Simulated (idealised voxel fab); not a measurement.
The following process module bears the name voxel transistor to metal.
The cross-section on display is named cut; it measures 165 nm wide, and its cells are 5 nm squares.
Cross-section spec: square-cell grid; bands listed top down; each band is one or more rows. Look at the band entry: it leads with the top's height and the bottom's height in nm. Then it lists the materials left to right, with a width in nm for each. The word "edge to edge" on a single material says that material fills the band edge to edge. The word "air" is empty space. The level at which height equals 0 is the one under which the wafer, as it arrives, is entirely one material. No lower edge exists for the bottom band, which continues downward and is notated as in "z 0 and below". Width spec "30->40" -> top row of cells at first value, bottom row at second value, equal per-row change in between. Given "remains unaltered" for a step, no cell of the cross-section differs between before and after that step. Each empty space that has no open way to the top and spans at least 8 cells appears under "Tabulated closed voids" as width x height at distance, the distance counted from the left edge, all in nm. Anything after a step's settings on that line? It's the simulator's own note about the step. Each step line may optionally specify "overlay nm", which for a step with a mask gives the rightward distance between the mask's planned place and where it lay, a negative value indicating the leftward direction.

Steps planned for the process
1,RECEIVE: material Si
2,OXIDIZE: depth nm 5
3,CONFORMAL_DEP: material SiN, thk nm 10
4,MASKED_ETCH: tone cover, mask id ACTIVE, width nm 115, etch materials SiN, depth nm 10, overlay nm 0
5,MASKED_ETCH: tone cover, mask id ACTIVE, width nm 115, etch materials SiO2, depth nm 5, overlay nm 0
6,MASKED_ETCH: tone cover, mask id ACTIVE, width nm 115, etch materials Si, depth nm 30, overlay nm 0
7,OXIDIZE: depth nm 5
8,FILL_DEP: material SiO2, thk nm 10
9,CMP: height nm 10
10,SELECTIVE_ETCH: etch materials SiO2, depth nm 5
11,STRIP: etch materials SiN
12,SELECTIVE_ETCH: etch materials SiO2, depth nm 5
13,OXIDIZE: depth nm 5
14,DIRECTIONAL_DEP: material polySi, thk nm 20
15,DIRECTIONAL_DEP: material SiCN, thk nm 15
16,DIRECTIONAL_DEP: material aC, thk nm 15
17,PATTERN: tone cover, mask id GATE, material resist, width nm 25, thk nm 35, overlay nm 0
18,DIRECTIONAL_ETCH: etch materials aC, depth nm 15
19,STRIP: etch materials resist
20,DIRECTIONAL_ETCH: etch materials SiCN, depth nm 25
21,DIRECTIONAL_ETCH: etch materials polySi, depth nm 30
22,STRIP: etch materials aC
23,CONFORMAL_DEP: material SiN, thk nm 10
24,DIRECTIONAL_ETCH: etch materials SiN, depth nm 10
25,DIRECTIONAL_ETCH: etch materials SiO2, depth nm 5
26,EPI: material pSi, thk nm 5
27,FILL_DEP: material SiO2, thk nm 5
28,CMP: height nm 15
29,STRIP: etch materials polySi
30,SELECTIVE_ETCH: etch materials SiO2, depth nm 5
31,CONFORMAL_DEP: material HfO2, thk nm 5
32,CONFORMAL_DEP: material TiN, thk nm 5
33,FILL_DEP: material W, thk nm 10
34,CMP: height nm 10
35,DIRECTIONAL_DEP: material SiO2, thk nm 15
36,DIRECTIONAL_DEP: material aC, thk nm 10
37,PATTERN: tone open, mask id CONTACT, material resist, width nm 20, pitch nm 85, thk nm 25, overlay nm 0
38,DIRECTIONAL_ETCH: etch materials aC, depth nm 10
39,STRIP: etch materials resist
40,DIRECTIONAL_ETCH: etch materials SiO2, depth nm 30
41,STRIP: etch materials aC
42,CONFORMAL_DEP: material TiN, thk nm 5
43,FILL_DEP: material W, thk nm 5
44,CMP: height nm 25
45,CONFORMAL_DEP: material SiCN, thk nm 5
46,DIRECTIONAL_DEP: material SiO2, thk nm 20
47,MASKED_ETCH: tone open, mask id METAL_1, width nm 20, pitch nm 85, etch materials SiO2, depth nm 20, overlay nm 0
48,MASKED_ETCH: tone open, mask id METAL_1, width nm 20, pitch nm 85, etch materials SiCN, depth nm 5, overlay nm 0
49,CONFORMAL_DEP: material TiN, thk nm 5
50,FILL_DEP: material Cu, thk nm 5
51,CMP: height nm 50
52,CONFORMAL_DEP: material SiCN, thk nm 5

Cross-section of the wafer at receipt, which is the condition after step 1
    z 0 and below | Si edge to edge
    Tabulated closed voids: none

First wafer at the end, as planned
    z 55 to 50 | SiCN edge to edge
    z 50 to 30 | 30 SiO2, 5 TiN, 10 Cu, 5 TiN, 65 SiO2, 5 TiN, 10 Cu, 5 TiN, 30 SiO2
    z 30 to 25 | 30 SiCN, 20 TiN, 65 SiCN, 20 TiN, 30 SiCN
    z 25 to 10 | 30 SiO2, 5 TiN, 10 W, 5 TiN, 65 SiO2, 5 TiN, 10 W, 5 TiN, 30 SiO2
    z 10 to 0 | 30 SiO2, 5 TiN, 10 W, 5 TiN, 10 SiO2, 10 SiN, 5 HfO2, 5 TiN, 5 W, 5 TiN, 5 HfO2, 10 SiN, 10 SiO2, 5 TiN, 10 W, 5 TiN, 30 SiO2
    z 0 to -5 | 20 SiO2, 10 SiN, 20 TiN, 10 SiO2, 10 SiN, 5 HfO2, 15 TiN, 5 HfO2, 10 SiN, 10 SiO2, 20 TiN, 10 SiN, 20 SiO2
    z -5 to -10 | 30 SiO2, 30 pSi, 5 SiO2, 35 HfO2, 5 SiO2, 30 pSi, 30 SiO2
    z -10 to -40 | 30 SiO2, 105 Si, 30 SiO2
    z -40 and below | Si edge to edge
    Tabulated closed voids: none

Cross-section of the latter of the two wafers at module completion. It had an identical start and an identical plan to the former; in running it, one mistake was made
    z 55 to 50 | SiCN edge to edge
    z 50 to 30 | 30 SiO2, 5 TiN, 10 Cu, 5 TiN, 65 SiO2, 5 TiN, 10 Cu, 5 TiN, 30 SiO2
    z 30 to 25 | 30 SiCN, 20 TiN, 65 SiCN, 20 TiN, 30 SiCN
    z 25 to 10 | 30 SiO2, 5 TiN, 10 W, 5 TiN, 65 SiO2, 5 TiN, 10 W, 5 TiN, 30 SiO2
    z 10 to 0 | 30 SiO2, 5 TiN, 10 W, 5 TiN, 10 SiO2, 10 SiN, 5 HfO2, 5 TiN, 10 W, 5 TiN, 5 HfO2, 10 SiN, 5 SiO2, 5 TiN, 10 W, 5 TiN, 30 SiO2
    z 0 to -5 | 20 SiO2, 10 SiN, 20 TiN, 10 SiO2, 10 SiN, 5 HfO2, 20 TiN, 5 HfO2, 10 SiN, 5 SiO2, 20 TiN, 10 SiN, 20 SiO2
    z -5 to -10 | 30 SiO2, 30 pSi, 5 SiO2, 40 HfO2, 5 SiO2, 25 pSi, 30 SiO2
    z -10 to -40 | 30 SiO2, 105 Si, 30 SiO2
    z -40 and below | Si edge to edge
    Tabulated closed voids: none
Run error: contrary to plan, step 17 was performed as PATTERN: tone cover, mask id GATE, material resist, width nm 30, thk nm 35, overlay nm 0
Once processing is complete, comparing cell counts shows that the second wafer has more or fewer of certain materials than the first: HfO2: 1 more | SiO2: 3 fewer | TiN: 1 more | W: 2 more | pSi: 1 fewer
